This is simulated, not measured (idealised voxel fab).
process module | voxel self aligned contacts
Displayed cross-section: cut, width of 260 nm, square cells sized 5 nm.
Cross-section layout: square cells on a grid; listed as bands, top to bottom; a band spans one or more cell rows.
Band: top and bottom heights (nm) first, top before bottom; then materials from left to right, widths in nm. "full width" marks a sole material filling the band edge to edge. "air" denotes empty space.
Basically, 0 is our baseline, since under it the wafer straight out of the box is all one material. The bottom band has no lower end and keeps on going down, so it looks like "z 0 and below".
Read "30->40" as a graded width: first number on top, second number at the bottom, same change between each pair of neighbouring rows.
"nothing altered" after a step means that no cell of the cross-section changed.
Voids not open to the top, 8 cells minimum: see "Sealed voids". Written width x height at distance; distance is from the left edge; nm.
What comes after the settings on a step's line is commentary from the simulator itself on that step.
"overlay nm" answers the question of how far to the right of plan the mask lay on a step that has a mask, and when it is negative the answer is to the left.
[These are the steps we planned for the process]
1. RECEIVE: material Si
2. CONFORMAL_DEP: material SiO2, thk nm 5
3. DIRECTIONAL_DEP: material polySi, thk nm 30
4. DIRECTIONAL_DEP: material SiN, thk nm 15
5. MASKED_ETCH: tone cover, mask id GATE, width nm 25, pitch nm 55, etch materials SiN, depth nm 15, overlay nm 0
6. MASKED_ETCH: tone cover, mask id GATE, width nm 25, pitch nm 55, etch materials polySi, depth nm 30, overlay nm 0
7. CONFORMAL_DEP: material SiN, thk nm 5
8. DIRECTIONAL_ETCH: etch materials SiN, depth nm 5
9. FILL_DEP: material SiO2, thk nm 20
10. CMP: height nm 60
11. PATTERN: tone open, mask id CONTACT, material resist, width nm 40, thk nm 20, overlay nm 0
12. DIRECTIONAL_ETCH: etch materials SiO2, depth nm 60
13. STRIP: etch materials resist
14. CONFORMAL_DEP: material TiN, thk nm 5
15. FILL_DEP: material Ru, thk nm 5
16. CMP: height nm 60
17. CONFORMAL_DEP: material SiCN, thk nm 5
[Here's what the wafer looked like in cross-section when it arrived - that's after step 1]
* z 0 and below: Si full width
* Sealed voids: none
[The following cross-section depicts the wafer upon conclusion of the module. Processing commenced from the starting condition illustrated above and adhered to the plan illustrated above, save for one mistake in execution]
* z 65 to 60: SiCN full width
* z 60 to 50: SiO2 (120), TiN (5), Ru (30->10), TiN (5->25), SiO2 (100)
* z 50 to 35: SiO2 (85), SiN (35), TiN (5), Ru (10), TiN (5), SiN (35), SiO2 (85)
* z 35 to 5: SiO2 (85), SiN (5), polySi (25), SiN (5), TiN (5), Ru (10), TiN (5), SiN (5), polySi (25), SiN (5), SiO2 (85)
* z 5 to 0: SiO2 (120), TiN (20), SiO2 (120)
* z 0 and below: Si full width
* Sealed voids: none
The mistake made against the process plan was this: step 11 ran differently from the plan; actual operation with settings: PATTERN: tone open, mask id CONTACT, material resist, width nm 40, thk nm 20, overlay nm 10
